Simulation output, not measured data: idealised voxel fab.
A process module follows: voxel gate over fins.
Each square cell in cross-section cut measures 5 nm, and the section as a whole is 195 nm wide.
Cross-section format: a grid of square cells, given as bands from top to bottom; each band is one or more rows of cells.
Look at the band entry: it leads with the top's height and the bottom's height in nm. Then it lists the materials left to right, with a width in nm for each. The word "everywhere" on a single material says that material fills the band edge to edge. The word "blank" is empty space.
Heads up on the height convention: 0 is the point under which the incoming wafer is all one material, and the lowest band has no bottom, it just keeps going down, like "0 -> down".
You'd read "30->40" like this: the band's top row of cells is as wide as the first number, its bottom row is as wide as the second, and going down, every row changes width by the same amount as the row before did.
Basically "remains unaltered" means that step didn't change any cell in the cross-section.
Enclosed voids (no open way to top), threshold 8 cells or more, entry "Internal closed voids", notation width x height at distance, distance from left edge, nm.
That trailing text on a step's line, after the settings, is the simulator's own remark on the step.
If you see "overlay nm" on a step's line and that step has a mask, it's telling you how far right of where it was planned the mask ended up; a negative number means it went left instead.

## Here's what the planned process steps look like
1: RECEIVE [material Si]
2: CONFORMAL_DEP [material SiN] [thk nm 10]
3: PATTERN [tone cover] [mask id FINS] [material resist] [width nm 15] [pitch nm 40] [thk nm 15] [overlay nm 0]
4: DIRECTIONAL_ETCH [etch materials SiN] [depth nm 10]
5: DIRECTIONAL_ETCH [etch materials Si] [depth nm 30]
6: STRIP [etch materials resist]
7: OXIDIZE [depth nm 5]
8: FILL_DEP [material SiO2] [thk nm 5]
9: CMP [height nm 10]
10: SELECTIVE_ETCH [etch materials SiO2] [depth nm 25]
11: STRIP [etch materials SiN]
12: CONFORMAL_DEP [material HfO2] [thk nm 5]
13: CONFORMAL_DEP [material TiN] [thk nm 5]
14: CONFORMAL_DEP [material TiAl] [thk nm 5]
15: CONFORMAL_DEP [material TiN] [thk nm 5]
16: FILL_DEP [material W] [thk nm 15]
17: CMP [height nm 30]
18: CONFORMAL_DEP [material SiCN] [thk nm 5]

## First of the two wafers, run per plan

## Here's what the wafer looked like in cross-section when it arrived - that's after step 1
- 0 -> down: Si everywhere
- Internal closed voids: none

## Upon completion of step 2, the wafer appears in cross-section as shown
- 10 -> 0: SiN everywhere
- Under the height 0 nothing was changed.

## Upon completion of step 3, the wafer appears in cross-section as shown
- 25 -> 10: blank=70 | resist=15 | blank=25 | resist=15 | blank=70
- Under the height 10 nothing was changed.

## Upon completion of step 4, the wafer appears in cross-section as shown
- 25 -> 10: blank=70 | resist=15 | blank=25 | resist=15 | blank=70
- 10 -> 0: blank=70 | SiN=15 | blank=25 | SiN=15 | blank=70
- Under the height 0 nothing was changed.

## Upon completion of step 5, the wafer appears in cross-section as shown
- 25 -> 10: blank=70 | resist=15 | blank=25 | resist=15 | blank=70
- 10 -> 0: blank=70 | SiN=15 | blank=25 | SiN=15 | blank=70
- 0 -> -30: blank=70 | Si=15 | blank=25 | Si=15 | blank=70
- Under the height -30 nothing was changed.

## Upon completion of step 6, the wafer appears in cross-section as shown
- 10 -> 0: blank=70 | SiN=15 | blank=25 | SiN=15 | blank=70
- Under the height 0 nothing was changed.

## Upon completion of step 7, the wafer appears in cross-section as shown
- 10 -> 0: blank=70 | SiN=15 | blank=25 | SiN=15 | blank=70
- 0 -> -30: blank=70 | SiO2=5 | Si=5 | SiO2=5 | blank=25 | SiO2=5 | Si=5 | SiO2=5 | blank=70
- -30 -> -35: SiO2=75 | Si=5 | SiO2=35 | Si=5 | SiO2=75
- Under the height -35 nothing was changed.

## Upon completion of step 8, the wafer appears in cross-section as shown
- 15 -> 10: SiO2 everywhere
- 10 -> 0: SiO2=70 | SiN=15 | SiO2=25 | SiN=15 | SiO2=70
- 0 -> -35: SiO2=75 | Si=5 | SiO2=35 | Si=5 | SiO2=75
- Under the height -35 nothing was changed.

## Upon completion of step 9, the wafer appears in cross-section as shown
- 10 -> 0: SiO2=70 | SiN=15 | SiO2=25 | SiN=15 | SiO2=70
- Under the height 0 nothing was changed.

## Upon completion of step 10, the wafer appears in cross-section as shown
- 10 -> 0: blank=70 | SiN=15 | blank=25 | SiN=15 | blank=70
- 0 -> -15: blank=75 | Si=5 | blank=35 | Si=5 | blank=75
- Under the height -15 nothing was changed.

## Upon completion of step 11, the wafer appears in cross-section as shown
- 0 -> -15: blank=75 | Si=5 | blank=35 | Si=5 | blank=75
- Under the height -15 nothing was changed.

## Upon completion of step 12, the wafer appears in cross-section as shown
- 5 -> 0: blank=70 | HfO2=15 | blank=25 | HfO2=15 | blank=70
- 0 -> -10: blank=70 | HfO2=5 | Si=5 | HfO2=5 | blank=25 | HfO2=5 | Si=5 | HfO2=5 | blank=70
- -10 -> -15: HfO2=75 | Si=5 | HfO2=35 | Si=5 | HfO2=75
- Under the height -15 nothing was changed.

## Upon completion of step 13, the wafer appears in cross-section as shown
- 10 -> 5: blank=65 | TiN=25 | blank=15 | TiN=25 | blank=65
- 5 -> 0: blank=65 | TiN=5 | HfO2=15 | TiN=5 | blank=15 | TiN=5 | HfO2=15 | TiN=5 | blank=65
- 0 -> -5: blank=65 | TiN=5 | HfO2=5 | Si=5 | HfO2=5 | TiN=5 | blank=15 | TiN=5 | HfO2=5 | Si=5 | HfO2=5 | TiN=5 | blank=65
- -5 -> -10: TiN=70 | HfO2=5 | Si=5 | HfO2=5 | TiN=25 | HfO2=5 | Si=5 | HfO2=5 | TiN=70
- Under the height -10 nothing was changed.

## Upon completion of step 14, the wafer appears in cross-section as shown
- 15 -> 10: blank=60 | TiAl=35 | blank=5 | TiAl=35 | blank=60
- 10 -> 5: blank=60 | TiAl=5 | TiN=25 | TiAl=5 | blank=5 | TiAl=5 | TiN=25 | TiAl=5 | blank=60
- 5 -> 0: blank=60 | TiAl=5 | TiN=5 | HfO2=15 | TiN=5 | TiAl=5 | blank=5 | TiAl=5 | TiN=5 | HfO2=15 | TiN=5 | TiAl=5 | blank=60
- 0 -> -5: TiAl=65 | TiN=5 | HfO2=5 | Si=5 | HfO2=5 | TiN=5 | TiAl=15 | TiN=5 | HfO2=5 | Si=5 | HfO2=5 | TiN=5 | TiAl=65
- Under the height -5 nothing was changed.

## Upon completion of step 15, the wafer appears in cross-section as shown
- 20 -> 15: blank=55 | TiN=85 | blank=55
- 15 -> 10: blank=55 | TiN=5 | TiAl=35 | TiN=5 | TiAl=35 | TiN=5 | blank=55
- 10 -> 5: blank=55 | TiN=5 | TiAl=5 | TiN=25 | TiAl=5 | TiN=5 | TiAl=5 | TiN=25 | TiAl=5 | TiN=5 | blank=55
- 5 -> 0: TiN=60 | TiAl=5 | TiN=5 | HfO2=15 | TiN=5 | TiAl=5 | TiN=5 | TiAl=5 | TiN=5 | HfO2=15 | TiN=5 | TiAl=5 | TiN=60
- Under the height 0 nothing was changed.

## Upon completion of step 16, the wafer appears in cross-section as shown
- 35 -> 20: W everywhere
- 20 -> 15: W=55 | TiN=85 | W=55
- 15 -> 10: W=55 | TiN=5 | TiAl=35 | TiN=5 | TiAl=35 | TiN=5 | W=55
- 10 -> 5: W=55 | TiN=5 | TiAl=5 | TiN=25 | TiAl=5 | TiN=5 | TiAl=5 | TiN=25 | TiAl=5 | TiN=5 | W=55
- Under the height 5 nothing was changed.

## Upon completion of step 17, the wafer appears in cross-section as shown
- 30 -> 20: W everywhere
- Under the height 20 nothing was changed.

## Upon completion of step 18, the wafer appears in cross-section as shown
- 35 -> 30: SiCN everywhere
- Under the height 30 nothing was changed.

## Okay, second wafer. Nothing different at the start, nothing different in the plan, just one mistake somewhere in the running. As far as step 2, counting that step, it's the first wafer all over again

## At the planned end of step 3, the second wafer in cross-section
- 25 -> 10: resist=70 | blank=15 | resist=25 | blank=15 | resist=70
- Under the height 10 nothing was changed.

## At the planned end of step 4, the second wafer in cross-section
- 25 -> 10: resist=70 | blank=15 | resist=25 | blank=15 | resist=70
- 10 -> 0: SiN=70 | blank=15 | SiN=25 | blank=15 | SiN=70
- Under the height 0 nothing was changed.

## At the planned end of step 5, the second wafer in cross-section
- 25 -> 10: resist=70 | blank=15 | resist=25 | blank=15 | resist=70
- 10 -> 0: SiN=70 | blank=15 | SiN=25 | blank=15 | SiN=70
- 0 -> -30: Si=70 | blank=15 | Si=25 | blank=15 | Si=70
- Under the height -30 nothing was changed.

## At the planned end of step 6, the second wafer in cross-section
- 10 -> 0: SiN=70 | blank=15 | SiN=25 | blank=15 | SiN=70
- Under the height 0 nothing was changed.

## At the planned end of step 7, the second wafer in cross-section
- 10 -> 0: SiN=70 | blank=15 | SiN=25 | blank=15 | SiN=70
- 0 -> -30: Si=65 | SiO2=5 | blank=15 | SiO2=5 | Si=15 | SiO2=5 | blank=15 | SiO2=5 | Si=65
- -30 -> -35: Si=65 | SiO2=25 | Si=15 | SiO2=25 | Si=65
- Under the height -35 nothing was changed.

## At the planned end of step 8, the second wafer in cross-section
- 15 -> 10: SiO2 everywhere
- 10 -> 0: SiN=70 | SiO2=15 | SiN=25 | SiO2=15 | SiN=70
- 0 -> -35: Si=65 | SiO2=25 | Si=15 | SiO2=25 | Si=65
- Under the height -35 nothing was changed.

## At the planned end of step 9, the second wafer in cross-section
- 10 -> 0: SiN=70 | SiO2=15 | SiN=25 | SiO2=15 | SiN=70
- Under the height 0 nothing was changed.

## At the planned end of step 10, the second wafer in cross-section
- 10 -> 0: SiN=70 | blank=15 | SiN=25 | blank=15 | SiN=70
- 0 -> -15: Si=65 | blank=25 | Si=15 | blank=25 | Si=65
- Under the height -15 nothing was changed.

## At the planned end of step 11, the second wafer in cross-section
- 0 -> -15: Si=65 | blank=25 | Si=15 | blank=25 | Si=65
- Under the height -15 nothing was changed.

## At the planned end of step 12, the second wafer in cross-section
- 5 -> 0: HfO2=70 | blank=15 | HfO2=25 | blank=15 | HfO2=70
- 0 -> -10: Si=65 | HfO2=5 | blank=15 | HfO2=5 | Si=15 | HfO2=5 | blank=15 | HfO2=5 | Si=65
- -10 -> -15: Si=65 | HfO2=25 | Si=15 | HfO2=25 | Si=65
- Under the height -15 nothing was changed.

## At the planned end of step 13, the second wafer in cross-section
- 10 -> 5: TiN=75 | blank=5 | TiN=35 | blank=5 | TiN=75
- 5 -> 0: HfO2=70 | TiN=5 | blank=5 | TiN=5 | HfO2=25 | TiN=5 | blank=5 | TiN=5 | HfO2=70
- 0 -> -5: Si=65 | HfO2=5 | TiN=5 | blank=5 | TiN=5 | HfO2=5 | Si=15 | HfO2=5 | TiN=5 | blank=5 | TiN=5 | HfO2=5 | Si=65
- -5 -> -10: Si=65 | HfO2=5 | TiN=15 | HfO2=5 | Si=15 | HfO2=5 | TiN=15 | HfO2=5 | Si=65
- Under the height -10 nothing was changed.

## At the planned end of step 14, the second wafer in cross-section
- 15 -> 10: TiAl everywhere
- 10 -> 5: TiN=75 | TiAl=5 | TiN=35 | TiAl=5 | TiN=75
- 5 -> 0: HfO2=70 | TiN=5 | TiAl=5 | TiN=5 | HfO2=25 | TiN=5 | TiAl=5 | TiN=5 | HfO2=70
- 0 -> -5: Si=65 | HfO2=5 | TiN=5 | TiAl=5 | TiN=5 | HfO2=5 | Si=15 | HfO2=5 | TiN=5 | TiAl=5 | TiN=5 | HfO2=5 | Si=65
- Under the height -5 nothing was changed.

## At the planned end of step 15, the second wafer in cross-section
- 20 -> 15: TiN everywhere
- Under the height 15 nothing was changed.

## At the planned end of step 16, the second wafer in cross-section
- 35 -> 20: W everywhere
- Under the height 20 nothing was changed.

## At the planned end of step 17, the second wafer in cross-section
- 30 -> 20: W everywhere
- Under the height 20 nothing was changed.

## At the planned end of step 18, the second wafer in cross-section
- 35 -> 30: SiCN everywhere
- Under the height 30 nothing was changed.
Deviation noted in wafer processing: step 3 deviated from plan and actually ran as PATTERN [tone open] [mask id FINS] [material resist] [width nm 15] [pitch nm 40] [thk nm 15] [overlay nm 0]
Counted in cells at the end, the second wafer holds more or fewer of these materials than the first: 189 more of Si, 108 fewer of SiO2, 6 fewer of TiAl, 9 fewer of TiN, 66 fewer of W
